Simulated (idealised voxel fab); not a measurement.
Process module, titled voxel gate over fins
Pictured: cross-section cut, 225 nm wide, on a grid of 5 nm square cells.
Throughout this document, each cross-section is represented as a grid of square cells and is presented as a sequence of bands enumerated from the top downward, where a band comprises one or more rows of cells.
Read a band's entry like this: the first values are the height of its top and the height of its bottom in nm, and what follows is the sequence of materials from left to right, each with its width in nm. Note that "blank" is empty space, and that a single material marked "everywhere" reaches across the band from edge to edge.
Ref level 0: as-received wafer is one material below here. Bottom band extends down with no lower bound ("0 nm and below").
With a width like "30 to 40", each row of cells in the band differs from the next by the same amount, the top row carrying the first number and the bottom row the second.
No cell of the cross-section changed in a step that is given as "identical to before".
The list in "Voids, enclosed" covers empty spaces of 8 cells or more that cannot reach the top through any open way, and it gives each as width x height at distance; the distance is from the left edge, and width, height and distance are in nm.
after a step's settings: what the simulator itself notes on the step
overlay nm: mask offset rightward from planned place, masked step; negative means leftward offset.
## Process steps - plan
1,RECEIVE with material Si
2,CONFORMAL_DEP with material SiN, thk nm 5
3,PATTERN with tone cover, mask id FINS, material resist, width nm 15, pitch nm 45, thk nm 15, overlay nm 0
4,DIRECTIONAL_ETCH with etch materials SiN, depth nm 5
5,DIRECTIONAL_ETCH with etch materials Si, depth nm 30
6,STRIP with etch materials resist
7,OXIDIZE with depth nm 5
8,FILL_DEP with material SiO2, thk nm 10
9,CMP with height nm 5
10,SELECTIVE_ETCH with etch materials SiO2, depth nm 20
11,STRIP with etch materials SiN
12,CONFORMAL_DEP with material HfO2, thk nm 5
13,CONFORMAL_DEP with material TiN, thk nm 5
14,CONFORMAL_DEP with material TiAl, thk nm 5
15,CONFORMAL_DEP with material TiN, thk nm 5
16,FILL_DEP with material W, thk nm 15
17,CMP with height nm 30
18,CONFORMAL_DEP with material SiCN, thk nm 5
## as received, after step 1
  0 nm and below = Si everywhere
  Voids, enclosed: none
## End-of-module cross-section of the first of two wafers, processed as planned
  35 nm to 30 nm = SiCN everywhere
  30 nm to 20 nm = W everywhere
  20 nm to 15 nm = W 20 / TiN 180 / W 25
  15 nm to 10 nm = W 20 / TiN 5 / TiAl 35 / TiN 10 / TiAl 35 / TiN 10 / TiAl 35 / TiN 10 / TiAl 35 / TiN 5 / W 25
  10 nm to 5 nm = W 20 / TiN 5 / TiAl 5 / TiN 25 / TiAl 5 / TiN 10 / TiAl 5 / TiN 25 / TiAl 5 / TiN 10 / TiAl 5 / TiN 25 / TiAl 5 / TiN 10 / TiAl 5 / TiN 25 / TiAl 5 / TiN 5 / W 25
  5 nm to 0 nm = TiN 25 / TiAl 5 / TiN 5 / HfO2 15 / TiN 5 / TiAl 5 / TiN 10 / TiAl 5 / TiN 5 / HfO2 15 / TiN 5 / TiAl 5 / TiN 10 / TiAl 5 / TiN 5 / HfO2 15 / TiN 5 / TiAl 5 / TiN 10 / TiAl 5 / TiN 5 / HfO2 15 / TiN 5 / TiAl 5 / TiN 30
  0 nm to -5 nm = TiAl 30 / TiN 5 / HfO2 5 / Si 5 / HfO2 5 / TiN 5 / TiAl 20 / TiN 5 / HfO2 5 / Si 5 / HfO2 5 / TiN 5 / TiAl 20 / TiN 5 / HfO2 5 / Si 5 / HfO2 5 / TiN 5 / TiAl 20 / TiN 5 / HfO2 5 / Si 5 / HfO2 5 / TiN 5 / TiAl 35
  -5 nm to -10 nm = TiN 35 / HfO2 5 / Si 5 / HfO2 5 / TiN 30 / HfO2 5 / Si 5 / HfO2 5 / TiN 30 / HfO2 5 / Si 5 / HfO2 5 / TiN 30 / HfO2 5 / Si 5 / HfO2 5 / TiN 40
  -10 nm to -15 nm = HfO2 40 / Si 5 / HfO2 40 / Si 5 / HfO2 40 / Si 5 / HfO2 40 / Si 5 / HfO2 45
  -15 nm to -35 nm = SiO2 40 / Si 5 / SiO2 40 / Si 5 / SiO2 40 / Si 5 / SiO2 40 / Si 5 / SiO2 45
  -35 nm and below = Si everywhere
  Voids, enclosed: none
## Second wafer of the two, sectioned at the end of the module. It began like the first and followed the same plan, but one mistake was made while running it
  35 nm to 30 nm = SiCN everywhere
  30 nm to 20 nm = W everywhere
  20 nm to 15 nm = W 20 / TiN 180 / W 25
  15 nm to 10 nm = W 20 / TiN 5 / TiAl 35 / TiN 10 / TiAl 35 / TiN 10 / TiAl 35 / TiN 10 / TiAl 35 / TiN 5 / W 25
  10 nm to 5 nm = W 20 / TiN 5 / TiAl 5 / TiN 25 / TiAl 5 / TiN 10 / TiAl 5 / TiN 25 / TiAl 5 / TiN 10 / TiAl 5 / TiN 25 / TiAl 5 / TiN 10 / TiAl 5 / TiN 25 / TiAl 5 / TiN 5 / W 25
  5 nm to 0 nm = W 20 / TiN 5 / TiAl 5 / TiN 5 / HfO2 15 / TiN 5 / TiAl 5 / TiN 10 / TiAl 5 / TiN 5 / HfO2 15 / TiN 5 / TiAl 5 / TiN 10 / TiAl 5 / TiN 5 / HfO2 15 / TiN 5 / TiAl 5 / TiN 10 / TiAl 5 / TiN 5 / HfO2 15 / TiN 5 / TiAl 5 / TiN 5 / W 25
  0 nm to -15 nm = W 20 / TiN 5 / TiAl 5 / TiN 5 / HfO2 5 / Si 5 / HfO2 5 / TiN 5 / TiAl 5 / TiN 10 / TiAl 5 / TiN 5 / HfO2 5 / Si 5 / HfO2 5 / TiN 5 / TiAl 5 / TiN 10 / TiAl 5 / TiN 5 / HfO2 5 / Si 5 / HfO2 5 / TiN 5 / TiAl 5 / TiN 10 / TiAl 5 / TiN 5 / HfO2 5 / Si 5 / HfO2 5 / TiN 5 / TiAl 5 / TiN 5 / W 25
  -15 nm to -20 nm = TiN 25 / TiAl 5 / TiN 5 / HfO2 5 / Si 5 / HfO2 5 / TiN 5 / TiAl 5 / TiN 10 / TiAl 5 / TiN 5 / HfO2 5 / Si 5 / HfO2 5 / TiN 5 / TiAl 5 / TiN 10 / TiAl 5 / TiN 5 / HfO2 5 / Si 5 / HfO2 5 / TiN 5 / TiAl 5 / TiN 10 / TiAl 5 / TiN 5 / HfO2 5 / Si 5 / HfO2 5 / TiN 5 / TiAl 5 / TiN 30
  -20 nm to -25 nm = TiAl 30 / TiN 5 / HfO2 5 / Si 5 / HfO2 5 / TiN 5 / TiAl 20 / TiN 5 / HfO2 5 / Si 5 / HfO2 5 / TiN 5 / TiAl 20 / TiN 5 / HfO2 5 / Si 5 / HfO2 5 / TiN 5 / TiAl 20 / TiN 5 / HfO2 5 / Si 5 / HfO2 5 / TiN 5 / TiAl 35
  -25 nm to -30 nm = TiN 35 / HfO2 5 / Si 5 / HfO2 5 / TiN 30 / HfO2 5 / Si 5 / HfO2 5 / TiN 30 / HfO2 5 / Si 5 / HfO2 5 / TiN 30 / HfO2 5 / Si 5 / HfO2 5 / TiN 40
  -30 nm to -35 nm = HfO2 40 / Si 5 / HfO2 40 / Si 5 / HfO2 40 / Si 5 / HfO2 40 / Si 5 / HfO2 45
  -35 nm and below = Si everywhere
  Voids, enclosed: none
So what did we get wrong on this run? twice over, step 10 of the plan was run
At the finish, the second wafer shows more or fewer cells for some materials than the first does: HfO2 +32; SiO2 -164; TiAl +32; TiN +64; W +36
